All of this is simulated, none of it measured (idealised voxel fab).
This section sets out a process module, namely voxel wiring stack.
FYI the section here is cut, 250 nm wide, cells are 5 nm squares.
Square cells in a grid make up a cross-section in this document, and the grid is given as bands, listed from the top down, each one or more rows of cells.
Heights first: top, then bottom, in nm. Then materials, left to right, each with a width in nm. "edge to edge" on a single material: fills the band edge to edge. "blank": empty space.
Counting heights begins at 0, where everything beneath is, in the wafer as received, one material. The lowest band has no bottom; it goes on downwards, as "0 down" shows.
A two-number width, for instance "30 to 40", indicates that the width is equal to the first number in the top row of the band and to the second number in the bottom row, and that it changes by a constant amount per row of cells.
Basically "remained unchanged" means that step didn't change any cell in the cross-section.
The list in "Enclosed cavities" covers empty spaces of 8 cells or more that cannot reach the top through any open way, and it gives each as width x height at distance; the distance is from the left edge, and width, height and distance are in nm.
after a step's settings: what the simulator itself notes on the step
If you see "overlay nm" on a step's line and that step has a mask, it's telling you how far right of where it was planned the mask ended up; a negative number means it went left instead.

## The planned process steps are enumerated hereunder
1: RECEIVE with material Si
2: CONFORMAL_DEP with material SiO2, thk nm 10
3: DIRECTIONAL_DEP with material TiN, thk nm 5
4: DIRECTIONAL_DEP with material Ru, thk nm 15
5: DIRECTIONAL_DEP with material aC, thk nm 10
6: PATTERN with tone cover, mask id METAL_1, material resist, width nm 30, pitch nm 50, thk nm 25, overlay nm 0
7: DIRECTIONAL_ETCH with etch materials aC, depth nm 10
8: STRIP with etch materials resist
9: DIRECTIONAL_ETCH with etch materials Ru, depth nm 15
10: DIRECTIONAL_ETCH with etch materials TiN, depth nm 5
11: STRIP with etch materials aC
12: FILL_DEP with material SiO2, thk nm 5
13: CMP with height nm 30
14: CONFORMAL_DEP with material SiCN, thk nm 5
15: DIRECTIONAL_DEP with material lowk, thk nm 30
16: MASKED_ETCH with tone open, mask id METAL_2, width nm 30, pitch nm 50, etch materials lowk, depth nm 20, overlay nm 0
17: MASKED_ETCH with tone open, mask id METAL_2_HOLES, width nm 15, pitch nm 100, etch materials lowk, depth nm 10, overlay nm 0
18: MASKED_ETCH with tone open, mask id METAL_2_HOLES, width nm 15, pitch nm 100, etch materials SiCN, depth nm 5, overlay nm 0
19: CONFORMAL_DEP with material TiN, thk nm 5
20: FILL_DEP with material Ru, thk nm 5
21: CMP with height nm 65
22: CONFORMAL_DEP with material SiCN, thk nm 5
23: DIRECTIONAL_DEP with material lowk, thk nm 10
24: PATTERN with tone open, mask id PLUG_2, material resist, width nm 15, pitch nm 50, thk nm 20, overlay nm 0
25: DIRECTIONAL_ETCH with etch materials lowk, depth nm 10
26: DIRECTIONAL_ETCH with etch materials SiCN, depth nm 5
27: STRIP with etch materials resist
28: EPI with material Ru, thk nm 10
29: EPI with material Ru, thk nm 5
30: CONFORMAL_DEP with material SiCN, thk nm 5
31: DIRECTIONAL_DEP with material SiO2, thk nm 25
32: PATTERN with tone open, mask id METAL_3, material resist, width nm 30, pitch nm 50, thk nm 15, overlay nm 0
33: DIRECTIONAL_ETCH with etch materials SiO2, depth nm 25
34: DIRECTIONAL_ETCH with etch materials SiCN, depth nm 5
35: STRIP with etch materials resist
36: CONFORMAL_DEP with material TiN, thk nm 5
37: FILL_DEP with material Ru, thk nm 5
38: CMP with height nm 110
39: CONFORMAL_DEP with material SiN, thk nm 5

## The first of the two wafers, which ran as planned

## Cross-section of the incoming wafer, state after step 1
- 0 down = Si edge to edge
- Enclosed cavities: none

## State of the wafer after step 2, shown in cross-section
- 10 to 0 = SiO2 edge to edge
- below 0: unchanged

## State of the wafer after step 3, shown in cross-section
- 15 to 10 = TiN edge to edge
- below 10: unchanged

## State of the wafer after step 4, shown in cross-section
- 30 to 15 = Ru edge to edge
- below 15: unchanged

## State of the wafer after step 5, shown in cross-section
- 40 to 30 = aC edge to edge
- below 30: unchanged

## State of the wafer after step 6, shown in cross-section
- 65 to 40 = 60 blank | 30 resist | 20 blank | 30 resist | 20 blank | 30 resist | 60 blank
- below 40: unchanged

## State of the wafer after step 7, shown in cross-section
- 55 to 40 = 60 blank | 30 resist | 20 blank | 30 resist | 20 blank | 30 resist | 60 blank
- 40 to 30 = 60 blank | 30 aC | 20 blank | 30 aC | 20 blank | 30 aC | 60 blank
- below 30: unchanged

## State of the wafer after step 8, shown in cross-section
- 40 to 30 = 60 blank | 30 aC | 20 blank | 30 aC | 20 blank | 30 aC | 60 blank
- below 30: unchanged

## State of the wafer after step 9, shown in cross-section
- 40 to 30 = 60 blank | 30 aC | 20 blank | 30 aC | 20 blank | 30 aC | 60 blank
- 30 to 15 = 60 blank | 30 Ru | 20 blank | 30 Ru | 20 blank | 30 Ru | 60 blank
- below 15: unchanged

## State of the wafer after step 10, shown in cross-section
- 40 to 30 = 60 blank | 30 aC | 20 blank | 30 aC | 20 blank | 30 aC | 60 blank
- 30 to 15 = 60 blank | 30 Ru | 20 blank | 30 Ru | 20 blank | 30 Ru | 60 blank
- 15 to 10 = 60 blank | 30 TiN | 20 blank | 30 TiN | 20 blank | 30 TiN | 60 blank
- below 10: unchanged

## State of the wafer after step 11, shown in cross-section
- 30 to 15 = 60 blank | 30 Ru | 20 blank | 30 Ru | 20 blank | 30 Ru | 60 blank
- below 15: unchanged

## State of the wafer after step 12, shown in cross-section
- 35 to 30 = SiO2 edge to edge
- 30 to 15 = 60 SiO2 | 30 Ru | 20 SiO2 | 30 Ru | 20 SiO2 | 30 Ru | 60 SiO2
- 15 to 10 = 60 SiO2 | 30 TiN | 20 SiO2 | 30 TiN | 20 SiO2 | 30 TiN | 60 SiO2
- below 10: unchanged

## State of the wafer after step 13, shown in cross-section
- 30 to 15 = 60 SiO2 | 30 Ru | 20 SiO2 | 30 Ru | 20 SiO2 | 30 Ru | 60 SiO2
- below 15: unchanged

## State of the wafer after step 14, shown in cross-section
- 35 to 30 = SiCN edge to edge
- below 30: unchanged

## State of the wafer after step 15, shown in cross-section
- 65 to 35 = lowk edge to edge
- below 35: unchanged

## State of the wafer after step 16, shown in cross-section
- 65 to 45 = 60 lowk | 30 blank | 20 lowk | 30 blank | 20 lowk | 30 blank | 60 lowk
- below 45: unchanged

## State of the wafer after step 17, shown in cross-section
- 65 to 45 = 60 lowk | 30 blank | 20 lowk | 30 blank | 20 lowk | 30 blank | 60 lowk
- 45 to 35 = 60 lowk | 15 blank | 85 lowk | 15 blank | 75 lowk
- below 35: unchanged

## State of the wafer after step 18, shown in cross-section
- 65 to 45 = 60 lowk | 30 blank | 20 lowk | 30 blank | 20 lowk | 30 blank | 60 lowk
- 45 to 35 = 60 lowk | 15 blank | 85 lowk | 15 blank | 75 lowk
- 35 to 30 = 60 SiCN | 15 blank | 85 SiCN | 15 blank | 75 SiCN
- below 30: unchanged

## State of the wafer after step 19, shown in cross-section
- 70 to 65 = 65 TiN | 20 blank | 30 TiN | 20 blank | 30 TiN | 20 blank | 65 TiN
- 65 to 50 = 60 lowk | 5 TiN | 20 blank | 5 TiN | 20 lowk | 5 TiN | 20 blank | 5 TiN | 20 lowk | 5 TiN | 20 blank | 5 TiN | 60 lowk
- 50 to 45 = 60 lowk | 5 TiN | 5 blank | 20 TiN | 20 lowk | 30 TiN | 20 lowk | 5 TiN | 5 blank | 20 TiN | 60 lowk
- 45 to 35 = 60 lowk | 5 TiN | 5 blank | 5 TiN | 85 lowk | 5 TiN | 5 blank | 5 TiN | 75 lowk
- 35 to 30 = 60 SiCN | 15 TiN | 85 SiCN | 15 TiN | 75 SiCN
- below 30: unchanged

## State of the wafer after step 20, shown in cross-section
- 75 to 70 = Ru edge to edge
- 70 to 65 = 65 TiN | 20 Ru | 30 TiN | 20 Ru | 30 TiN | 20 Ru | 65 TiN
- 65 to 50 = 60 lowk | 5 TiN | 20 Ru | 5 TiN | 20 lowk | 5 TiN | 20 Ru | 5 TiN | 20 lowk | 5 TiN | 20 Ru | 5 TiN | 60 lowk
- 50 to 45 = 60 lowk | 5 TiN | 5 Ru | 20 TiN | 20 lowk | 30 TiN | 20 lowk | 5 TiN | 5 Ru | 20 TiN | 60 lowk
- 45 to 35 = 60 lowk | 5 TiN | 5 Ru | 5 TiN | 85 lowk | 5 TiN | 5 Ru | 5 TiN | 75 lowk
- below 35: unchanged

## State of the wafer after step 21, shown in cross-section
- 65 to 50 = 60 lowk | 5 TiN | 20 Ru | 5 TiN | 20 lowk | 5 TiN | 20 Ru | 5 TiN | 20 lowk | 5 TiN | 20 Ru | 5 TiN | 60 lowk
- below 50: unchanged

## State of the wafer after step 22, shown in cross-section
- 70 to 65 = SiCN edge to edge
- below 65: unchanged

## State of the wafer after step 23, shown in cross-section
- 80 to 70 = lowk edge to edge
- below 70: unchanged

## State of the wafer after step 24, shown in cross-section
- 100 to 80 = 60 resist | 15 blank | 35 resist | 15 blank | 35 resist | 15 blank | 75 resist
- below 80: unchanged

## State of the wafer after step 25, shown in cross-section
- 100 to 80 = 60 resist | 15 blank | 35 resist | 15 blank | 35 resist | 15 blank | 75 resist
- 80 to 70 = 60 lowk | 15 blank | 35 lowk | 15 blank | 35 lowk | 15 blank | 75 lowk
- below 70: unchanged

## State of the wafer after step 26, shown in cross-section
- 100 to 80 = 60 resist | 15 blank | 35 resist | 15 blank | 35 resist | 15 blank | 75 resist
- 80 to 70 = 60 lowk | 15 blank | 35 lowk | 15 blank | 35 lowk | 15 blank | 75 lowk
- 70 to 65 = 60 SiCN | 15 blank | 35 SiCN | 15 blank | 35 SiCN | 15 blank | 75 SiCN
- below 65: unchanged

## State of the wafer after step 27, shown in cross-section
- 80 to 70 = 60 lowk | 15 blank | 35 lowk | 15 blank | 35 lowk | 15 blank | 75 lowk
- below 70: unchanged

## State of the wafer after step 28, shown in cross-section
- 80 to 75 = 60 lowk | 15 blank | 35 lowk | 15 blank | 35 lowk | 15 blank | 75 lowk
- 75 to 70 = 60 lowk | 15 Ru | 35 lowk | 15 Ru | 35 lowk | 15 Ru | 75 lowk
- 70 to 65 = 60 SiCN | 15 Ru | 35 SiCN | 15 Ru | 35 SiCN | 15 Ru | 75 SiCN
- below 65: unchanged

## State of the wafer after step 29, shown in cross-section
- 80 to 70 = 60 lowk | 15 Ru | 35 lowk | 15 Ru | 35 lowk | 15 Ru | 75 lowk
- below 70: unchanged

## State of the wafer after step 30, shown in cross-section
- 85 to 80 = SiCN edge to edge
- below 80: unchanged

## State of the wafer after step 31, shown in cross-section
- 110 to 85 = SiO2 edge to edge
- below 85: unchanged

## State of the wafer after step 32, shown in cross-section
- 125 to 110 = 60 resist | 30 blank | 20 resist | 30 blank | 20 resist | 30 blank | 60 resist
- below 110: unchanged

## State of the wafer after step 33, shown in cross-section
- 125 to 110 = 60 resist | 30 blank | 20 resist | 30 blank | 20 resist | 30 blank | 60 resist
- 110 to 85 = 60 SiO2 | 30 blank | 20 SiO2 | 30 blank | 20 SiO2 | 30 blank | 60 SiO2
- below 85: unchanged

## State of the wafer after step 34, shown in cross-section
- 125 to 110 = 60 resist | 30 blank | 20 resist | 30 blank | 20 resist | 30 blank | 60 resist
- 110 to 85 = 60 SiO2 | 30 blank | 20 SiO2 | 30 blank | 20 SiO2 | 30 blank | 60 SiO2
- 85 to 80 = 60 SiCN | 30 blank | 20 SiCN | 30 blank | 20 SiCN | 30 blank | 60 SiCN
- below 80: unchanged

## State of the wafer after step 35, shown in cross-section
- 110 to 85 = 60 SiO2 | 30 blank | 20 SiO2 | 30 blank | 20 SiO2 | 30 blank | 60 SiO2
- below 85: unchanged

## State of the wafer after step 36, shown in cross-section
- 115 to 110 = 65 TiN | 20 blank | 30 TiN | 20 blank | 30 TiN | 20 blank | 65 TiN
- 110 to 85 = 60 SiO2 | 5 TiN | 20 blank | 5 TiN | 20 SiO2 | 5 TiN | 20 blank | 5 TiN | 20 SiO2 | 5 TiN | 20 blank | 5 TiN | 60 SiO2
- 85 to 80 = 60 SiCN | 30 TiN | 20 SiCN | 30 TiN | 20 SiCN | 30 TiN | 60 SiCN
- below 80: unchanged

## State of the wafer after step 37, shown in cross-section
- 120 to 115 = Ru edge to edge
- 115 to 110 = 65 TiN | 20 Ru | 30 TiN | 20 Ru | 30 TiN | 20 Ru | 65 TiN
- 110 to 85 = 60 SiO2 | 5 TiN | 20 Ru | 5 TiN | 20 SiO2 | 5 TiN | 20 Ru | 5 TiN | 20 SiO2 | 5 TiN | 20 Ru | 5 TiN | 60 SiO2
- below 85: unchanged

## State of the wafer after step 38, shown in cross-section
- 110 to 85 = 60 SiO2 | 5 TiN | 20 Ru | 5 TiN | 20 SiO2 | 5 TiN | 20 Ru | 5 TiN | 20 SiO2 | 5 TiN | 20 Ru | 5 TiN | 60 SiO2
- below 85: unchanged

## State of the wafer after step 39, shown in cross-section
- 115 to 110 = SiN edge to edge
- below 110: unchanged

## second wafer: like start, like plan, one mistake. Through step 13 it matches the first wafer

## The second wafer in cross-section, at the planned close of step 14
- 60 to 30 = lowk edge to edge
- below 30: unchanged

## The second wafer in cross-section, at the planned close of step 15
- 65 to 60 = SiCN edge to edge
- below 60: unchanged

The second wafer in cross-section, at the planned close of step 16: remained unchanged

The second wafer in cross-section, at the planned close of step 17: remained unchanged

## The second wafer in cross-section, at the planned close of step 18
- 65 to 60 = 60 SiCN | 15 blank | 85 SiCN | 15 blank | 75 SiCN
- below 60: unchanged

## The second wafer in cross-section, at the planned close of step 19
- 70 to 65 = 65 TiN | 5 blank | 95 TiN | 5 blank | 80 TiN
- 65 to 60 = 60 SiCN | 15 TiN | 85 SiCN | 15 TiN | 75 SiCN
- below 60: unchanged

## The second wafer in cross-section, at the planned close of step 20
- 75 to 70 = Ru edge to edge
- 70 to 65 = 65 TiN | 5 Ru | 95 TiN | 5 Ru | 80 TiN
- below 65: unchanged

## The second wafer in cross-section, at the planned close of step 21
- 65 to 60 = 60 SiCN | 15 TiN | 85 SiCN | 15 TiN | 75 SiCN
- below 60: unchanged

## The second wafer in cross-section, at the planned close of step 22
- 70 to 65 = SiCN edge to edge
- below 65: unchanged

## The second wafer in cross-section, at the planned close of step 23
- 80 to 70 = lowk edge to edge
- below 70: unchanged

## The second wafer in cross-section, at the planned close of step 24
- 100 to 80 = 60 resist | 15 blank | 35 resist | 15 blank | 35 resist | 15 blank | 75 resist
- below 80: unchanged

## The second wafer in cross-section, at the planned close of step 25
- 100 to 80 = 60 resist | 15 blank | 35 resist | 15 blank | 35 resist | 15 blank | 75 resist
- 80 to 70 = 60 lowk | 15 blank | 35 lowk | 15 blank | 35 lowk | 15 blank | 75 lowk
- below 70: unchanged

## The second wafer in cross-section, at the planned close of step 26
- 100 to 80 = 60 resist | 15 blank | 35 resist | 15 blank | 35 resist | 15 blank | 75 resist
- 80 to 70 = 60 lowk | 15 blank | 35 lowk | 15 blank | 35 lowk | 15 blank | 75 lowk
- 70 to 65 = 60 SiCN | 15 blank | 35 SiCN | 15 blank | 35 SiCN | 15 blank | 75 SiCN
- below 65: unchanged

## The second wafer in cross-section, at the planned close of step 27
- 80 to 70 = 60 lowk | 15 blank | 35 lowk | 15 blank | 35 lowk | 15 blank | 75 lowk
- below 70: unchanged

## The second wafer in cross-section, at the planned close of step 28
- 80 to 75 = 60 lowk | 15 blank | 35 lowk | 15 blank | 35 lowk | 15 blank | 75 lowk
- 75 to 70 = 60 lowk | 15 Ru | 35 lowk | 15 blank | 35 lowk | 15 Ru | 75 lowk
- 70 to 65 = 60 SiCN | 15 Ru | 35 SiCN | 15 blank | 35 SiCN | 15 Ru | 75 SiCN
- below 65: unchanged

## The second wafer in cross-section, at the planned close of step 29
- 80 to 70 = 60 lowk | 15 Ru | 35 lowk | 15 blank | 35 lowk | 15 Ru | 75 lowk
- below 70: unchanged

## The second wafer in cross-section, at the planned close of step 30
- 85 to 80 = 115 SiCN | 5 blank | 130 SiCN
- 80 to 70 = 60 lowk | 15 Ru | 35 lowk | 5 SiCN | 5 blank | 5 SiCN | 35 lowk | 15 Ru | 75 lowk
- 70 to 65 = 60 SiCN | 15 Ru | 85 SiCN | 15 Ru | 75 SiCN
- below 65: unchanged

## The second wafer in cross-section, at the planned close of step 31
- 110 to 95 = 115 SiO2 | 5 blank | 130 SiO2
- 95 to 85 = SiO2 edge to edge
- 85 to 80 = 115 SiCN | 5 SiO2 | 130 SiCN
- 80 to 70 = 60 lowk | 15 Ru | 35 lowk | 5 SiCN | 5 SiO2 | 5 SiCN | 35 lowk | 15 Ru | 75 lowk
- below 70: unchanged

## The second wafer in cross-section, at the planned close of step 32
- 125 to 110 = 60 resist | 30 blank | 20 resist | 30 blank | 20 resist | 30 blank | 60 resist
- below 110: unchanged

## The second wafer in cross-section, at the planned close of step 33
- 125 to 110 = 60 resist | 30 blank | 20 resist | 30 blank | 20 resist | 30 blank | 60 resist
- 110 to 85 = 60 SiO2 | 30 blank | 20 SiO2 | 30 blank | 20 SiO2 | 30 blank | 60 SiO2
- 85 to 80 = 115 SiCN | 5 blank | 130 SiCN
- 80 to 70 = 60 lowk | 15 Ru | 35 lowk | 5 SiCN | 5 blank | 5 SiCN | 35 lowk | 15 Ru | 75 lowk
- below 70: unchanged

## The second wafer in cross-section, at the planned close of step 34
- 125 to 110 = 60 resist | 30 blank | 20 resist | 30 blank | 20 resist | 30 blank | 60 resist
- 110 to 85 = 60 SiO2 | 30 blank | 20 SiO2 | 30 blank | 20 SiO2 | 30 blank | 60 SiO2
- 85 to 80 = 60 SiCN | 30 blank | 20 SiCN | 30 blank | 20 SiCN | 30 blank | 60 SiCN
- 80 to 70 = 60 lowk | 15 Ru | 35 lowk | 5 SiCN | 5 blank | 5 SiCN | 35 lowk | 15 Ru | 75 lowk
- 70 to 65 = 60 SiCN | 15 Ru | 40 SiCN | 5 blank | 40 SiCN | 15 Ru | 75 SiCN
- below 65: unchanged

## The second wafer in cross-section, at the planned close of step 35
- 110 to 85 = 60 SiO2 | 30 blank | 20 SiO2 | 30 blank | 20 SiO2 | 30 blank | 60 SiO2
- below 85: unchanged

## The second wafer in cross-section, at the planned close of step 36
- 115 to 110 = 65 TiN | 20 blank | 30 TiN | 20 blank | 30 TiN | 20 blank | 65 TiN
- 110 to 85 = 60 SiO2 | 5 TiN | 20 blank | 5 TiN | 20 SiO2 | 5 TiN | 20 blank | 5 TiN | 20 SiO2 | 5 TiN | 20 blank | 5 TiN | 60 SiO2
- 85 to 80 = 60 SiCN | 30 TiN | 20 SiCN | 30 TiN | 20 SiCN | 30 TiN | 60 SiCN
- 80 to 70 = 60 lowk | 15 Ru | 35 lowk | 5 SiCN | 5 TiN | 5 SiCN | 35 lowk | 15 Ru | 75 lowk
- 70 to 65 = 60 SiCN | 15 Ru | 40 SiCN | 5 TiN | 40 SiCN | 15 Ru | 75 SiCN
- below 65: unchanged

## The second wafer in cross-section, at the planned close of step 37
- 120 to 115 = Ru edge to edge
- 115 to 110 = 65 TiN | 20 Ru | 30 TiN | 20 Ru | 30 TiN | 20 Ru | 65 TiN
- 110 to 85 = 60 SiO2 | 5 TiN | 20 Ru | 5 TiN | 20 SiO2 | 5 TiN | 20 Ru | 5 TiN | 20 SiO2 | 5 TiN | 20 Ru | 5 TiN | 60 SiO2
- below 85: unchanged

## The second wafer in cross-section, at the planned close of step 38
- 110 to 85 = 60 SiO2 | 5 TiN | 20 Ru | 5 TiN | 20 SiO2 | 5 TiN | 20 Ru | 5 TiN | 20 SiO2 | 5 TiN | 20 Ru | 5 TiN | 60 SiO2
- below 85: unchanged

## The second wafer in cross-section, at the planned close of step 39
- 115 to 110 = SiN edge to edge
- below 110: unchanged
What went wrong in running the wafer? ran 14 and 15 in swapped order versus the plan
It is noted that, at the conclusion of processing, the second wafer exhibits a higher or lower cell count for certain materials relative to the first: Ru -51, SiCN +6, TiN -39, lowk +84
